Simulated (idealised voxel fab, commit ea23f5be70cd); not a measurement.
process module | voxel released beams
cross-section cut | 280 nm wide | cells 5 nm
A cross-section is a grid of square cells, given in bands from the top down. A band is one or more rows of cells.
Each band's line starts with the height of the band's top and of its bottom, in nm. Then come its materials from left to right, each with its width in nm. One material with "throughout" fills the band from edge to edge. "air" is empty space.
Height 0 is the level under which the wafer as received is all one material. The lowest band goes on downwards, as in "0 down".
A width such as "30 to 40" changes by the same amount from each row of cells to the next, from the band's top row to its bottom row.
"no change" after a step means that no cell of the cross-section changed.
closed voids: empty space of 8 cells or more with no open way to the top, each as width x height at its distance from the left edge, in nm
after a step's settings: what the simulator itself notes on the step
overlay nm, on a step with a mask: how far to the right of its planned place the mask lay; to the left if negative
plan
1 op RECEIVE | material Si
2 op CONFORMAL_DEP | material Al2O3 | thk nm 10
3 op DIRECTIONAL_DEP | material SiO2 | thk nm 15
4 op DIRECTIONAL_DEP | material aC | thk nm 15
5 op PATTERN | tone open | mask id ANCHOR | material resist | width nm 40 | thk nm 30 | overlay nm 0
6 op DIRECTIONAL_ETCH | etch materials aC | depth nm 15
7 op STRIP | etch materials resist
8 op DIRECTIONAL_ETCH | etch materials SiO2 | depth nm 15
9 op STRIP | etch materials aC
10 op CONFORMAL_DEP | material SiN | thk nm 15
11 op DIRECTIONAL_DEP | material aC | thk nm 15
12 op PATTERN | tone cover | mask id BEAM | material resist | width nm 110 | thk nm 35 | overlay nm -15
13 op DIRECTIONAL_ETCH | etch materials aC | depth nm 15
14 op STRIP | etch materials resist
15 op DIRECTIONAL_ETCH | etch materials SiN | depth nm 15
16 op STRIP | etch materials aC
17 op STRIP | etch materials SiO2
varied across the wafers: overlay nm of step 12. The plan shows the first wafer's value. All wafers start alike
first wafer as received, after step 1
  0 down: Si throughout
  closed voids: none
first wafer at the end, after step 17
  40 to 25: air 65 | SiN 35 | air 10 | SiN 65 | air 105
  25 to 10: air 85 | SiN 40 | air 155
  10 to 0: Al2O3 throughout
  0 down: Si throughout
  closed voids: none
last wafer at the end
  40 to 25: air 95 | SiN 5 | air 10 | SiN 95 | air 75
  25 to 10: air 85 | SiN 40 | air 155
  10 to 0: Al2O3 throughout
  0 down: Si throughout
  closed voids: none
each wafer at the end: cells of each material gained (+) or lost (-) since it was received, then its closed voids
overlay nm -15 | +112 Al2O3 | +84 SiN | closed voids: none
overlay nm -10 | +112 Al2O3 | +84 SiN | closed voids: none
overlay nm -5 | +112 Al2O3 | +84 SiN | closed voids: none
overlay nm 0 | +112 Al2O3 | +84 SiN | closed voids: none
overlay nm 5 | +112 Al2O3 | +84 SiN | closed voids: none
overlay nm 10 | +112 Al2O3 | +84 SiN | closed voids: none
overlay nm 15 | +112 Al2O3 | +84 SiN | closed voids: none
